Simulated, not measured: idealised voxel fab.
Proc. module: voxel quadruple lines
The figure presents cross-section cut, which has a width of 265 nm and is divided into square cells with an edge length of 5 nm.
Throughout this document, each cross-section is represented as a grid of square cells and is presented as a sequence of bands enumerated from the top downward, where a band comprises one or more rows of cells. Look at the band entry: it leads with the top's height and the bottom's height in nm. Then it lists the materials left to right, with a width in nm for each. The word "full width" on a single material says that material fills the band edge to edge. The word "air" is empty space. Basically, 0 is our baseline, since under it the wafer straight out of the box is all one material. The bottom band has no lower end and keeps on going down, so it looks like "from 0 down". Width "30->40": first value at the band's top row of cells, second value at its bottom row, equal change from row to row. A step reported as "nothing altered" is a step in which no cell of the cross-section changed. Enclosed voids (no open way to top), threshold 8 cells or more, entry "Enclosed void inventory", notation width x height at distance, distance from left edge, nm. Formally, on a step line, whatever follows the settings is a remark that the simulator itself makes on the step. overlay nm: for a step with a mask, the amount by which the mask lay right of where it was planned; a negative amount means left of it.
[Process steps - plan]
1: RECEIVE [material Si]
2: CONFORMAL_DEP [material Al2O3] [thk nm 5]
3: DIRECTIONAL_DEP [material W] [thk nm 10]
4: DIRECTIONAL_DEP [material polySi] [thk nm 15]
5: DIRECTIONAL_DEP [material aC] [thk nm 20]
6: PATTERN [tone cover] [mask id MANDREL] [material resist] [width nm 20] [pitch nm 60] [thk nm 25] [overlay nm 0]
7: DIRECTIONAL_ETCH [etch materials aC] [depth nm 20]
8: STRIP [etch materials resist]
9: CONFORMAL_DEP [material SiO2] [thk nm 10]
10: DIRECTIONAL_ETCH [etch materials SiO2] [depth nm 10]
11: STRIP [etch materials aC]
12: DIRECTIONAL_ETCH [etch materials polySi] [depth nm 15]
13: STRIP [etch materials SiO2]
14: CONFORMAL_DEP [material SiN] [thk nm 5]
15: DIRECTIONAL_ETCH [etch materials SiN] [depth nm 5]
16: STRIP [etch materials polySi]
17: DIRECTIONAL_ETCH [etch materials W] [depth nm 10]
18: STRIP [etch materials SiN]
19: FILL_DEP [material SiO2] [thk nm 10]
20: CMP [height nm 15]
[First of two wafers, processed according to plan]
[Cross-section, incoming material, after step 1]
  from 0 down  Si full width
  Enclosed void inventory: none
[Cross-section: wafer state after step 2]
  from 5 to 0  Al2O3 full width
  Heights below 0 show no change.
[Cross-section: wafer state after step 3]
  from 15 to 5  W full width
  Heights below 5 show no change.
[Cross-section: wafer state after step 4]
  from 30 to 15  polySi full width
  Heights below 15 show no change.
[Cross-section: wafer state after step 5]
  from 50 to 30  aC full width
  Heights below 30 show no change.
[Cross-section: wafer state after step 6]
  from 75 to 50  90 nm air | 20 nm resist | 40 nm air | 20 nm resist | 95 nm air
  Heights below 50 show no change.
[Cross-section: wafer state after step 7]
  from 55 to 50  90 nm air | 20 nm resist | 40 nm air | 20 nm resist | 95 nm air
  from 50 to 30  90 nm air | 20 nm aC | 40 nm air | 20 nm aC | 95 nm air
  Heights below 30 show no change.
[Cross-section: wafer state after step 8]
  from 50 to 30  90 nm air | 20 nm aC | 40 nm air | 20 nm aC | 95 nm air
  Heights below 30 show no change.
[Cross-section: wafer state after step 9]
  from 60 to 50  80 nm air | 40 nm SiO2 | 20 nm air | 40 nm SiO2 | 85 nm air
  from 50 to 40  80 nm air | 10 nm SiO2 | 20 nm aC | 10 nm SiO2 | 20 nm air | 10 nm SiO2 | 20 nm aC | 10 nm SiO2 | 85 nm air
  from 40 to 30  90 nm SiO2 | 20 nm aC | 40 nm SiO2 | 20 nm aC | 95 nm SiO2
  Heights below 30 show no change.
[Cross-section: wafer state after step 10]
  from 50 to 30  80 nm air | 10 nm SiO2 | 20 nm aC | 10 nm SiO2 | 20 nm air | 10 nm SiO2 | 20 nm aC | 10 nm SiO2 | 85 nm air
  Heights below 30 show no change.
[Cross-section: wafer state after step 11]
  from 50 to 30  80 nm air | 10 nm SiO2 | 20 nm air | 10 nm SiO2 | 20 nm air | 10 nm SiO2 | 20 nm air | 10 nm SiO2 | 85 nm air
  Heights below 30 show no change.
[Cross-section: wafer state after step 12]
  from 50 to 30  80 nm air | 10 nm SiO2 | 20 nm air | 10 nm SiO2 | 20 nm air | 10 nm SiO2 | 20 nm air | 10 nm SiO2 | 85 nm air
  from 30 to 15  80 nm air | 10 nm polySi | 20 nm air | 10 nm polySi | 20 nm air | 10 nm polySi | 20 nm air | 10 nm polySi | 85 nm air
  Heights below 15 show no change.
[Cross-section: wafer state after step 13]
  from 30 to 15  80 nm air | 10 nm polySi | 20 nm air | 10 nm polySi | 20 nm air | 10 nm polySi | 20 nm air | 10 nm polySi | 85 nm air
  Heights below 15 show no change.
[Cross-section: wafer state after step 14]
  from 35 to 30  75 nm air | 20 nm SiN | 10 nm air | 20 nm SiN | 10 nm air | 20 nm SiN | 10 nm air | 20 nm SiN | 80 nm air
  from 30 to 20  75 nm air | 5 nm SiN | 10 nm polySi | 5 nm SiN | 10 nm air | 5 nm SiN | 10 nm polySi | 5 nm SiN | 10 nm air | 5 nm SiN | 10 nm polySi | 5 nm SiN | 10 nm air | 5 nm SiN | 10 nm polySi | 5 nm SiN | 80 nm air
  from 20 to 15  80 nm SiN | 10 nm polySi | 20 nm SiN | 10 nm polySi | 20 nm SiN | 10 nm polySi | 20 nm SiN | 10 nm polySi | 85 nm SiN
  Heights below 15 show no change.
[Cross-section: wafer state after step 15]
  from 30 to 15  75 nm air | 5 nm SiN | 10 nm polySi | 5 nm SiN | 10 nm air | 5 nm SiN | 10 nm polySi | 5 nm SiN | 10 nm air | 5 nm SiN | 10 nm polySi | 5 nm SiN | 10 nm air | 5 nm SiN | 10 nm polySi | 5 nm SiN | 80 nm air
  Heights below 15 show no change.
[Cross-section: wafer state after step 16]
  from 30 to 15  75 nm air | 5 nm SiN | 10 nm air | 5 nm SiN | 10 nm air | 5 nm SiN | 10 nm air | 5 nm SiN | 10 nm air | 5 nm SiN | 10 nm air | 5 nm SiN | 10 nm air | 5 nm SiN | 10 nm air | 5 nm SiN | 80 nm air
  Heights below 15 show no change.
[Cross-section: wafer state after step 17]
  from 30 to 15  75 nm air | 5 nm SiN | 10 nm air | 5 nm SiN | 10 nm air | 5 nm SiN | 10 nm air | 5 nm SiN | 10 nm air | 5 nm SiN | 10 nm air | 5 nm SiN | 10 nm air | 5 nm SiN | 10 nm air | 5 nm SiN | 80 nm air
  from 15 to 5  75 nm air | 5 nm W | 10 nm air | 5 nm W | 10 nm air | 5 nm W | 10 nm air | 5 nm W | 10 nm air | 5 nm W | 10 nm air | 5 nm W | 10 nm air | 5 nm W | 10 nm air | 5 nm W | 80 nm air
  Heights below 5 show no change.
[Cross-section: wafer state after step 18]
  from 15 to 5  75 nm air | 5 nm W | 10 nm air | 5 nm W | 10 nm air | 5 nm W | 10 nm air | 5 nm W | 10 nm air | 5 nm W | 10 nm air | 5 nm W | 10 nm air | 5 nm W | 10 nm air | 5 nm W | 80 nm air
  Heights below 5 show no change.
[Cross-section: wafer state after step 19]
  from 25 to 15  SiO2 full width
  from 15 to 5  75 nm SiO2 | 5 nm W | 10 nm SiO2 | 5 nm W | 10 nm SiO2 | 5 nm W | 10 nm SiO2 | 5 nm W | 10 nm SiO2 | 5 nm W | 10 nm SiO2 | 5 nm W | 10 nm SiO2 | 5 nm W | 10 nm SiO2 | 5 nm W | 80 nm SiO2
  Heights below 5 show no change.
[Cross-section: wafer state after step 20]
  from 15 to 5  75 nm SiO2 | 5 nm W | 10 nm SiO2 | 5 nm W | 10 nm SiO2 | 5 nm W | 10 nm SiO2 | 5 nm W | 10 nm SiO2 | 5 nm W | 10 nm SiO2 | 5 nm W | 10 nm SiO2 | 5 nm W | 10 nm SiO2 | 5 nm W | 80 nm SiO2
  Heights below 5 show no change.
[Now the other wafer: same start, same recipe, but we messed up one thing when running it. Up to and including step 19 it's the same as the first one]
[Cross-section: second wafer, time at which step 20 was scheduled to end]
  from 10 to 5  75 nm SiO2 | 5 nm W | 10 nm SiO2 | 5 nm W | 10 nm SiO2 | 5 nm W | 10 nm SiO2 | 5 nm W | 10 nm SiO2 | 5 nm W | 10 nm SiO2 | 5 nm W | 10 nm SiO2 | 5 nm W | 10 nm SiO2 | 5 nm W | 80 nm SiO2
  Heights below 5 show no change.
The mistake made against the process plan was this: planned and actual differ for step 20; actual: CMP [height nm 10]
It is noted that, at the conclusion of processing, the second wafer exhibits a higher or lower cell count for certain materials relative to the first: -45 SiO2, -8 W
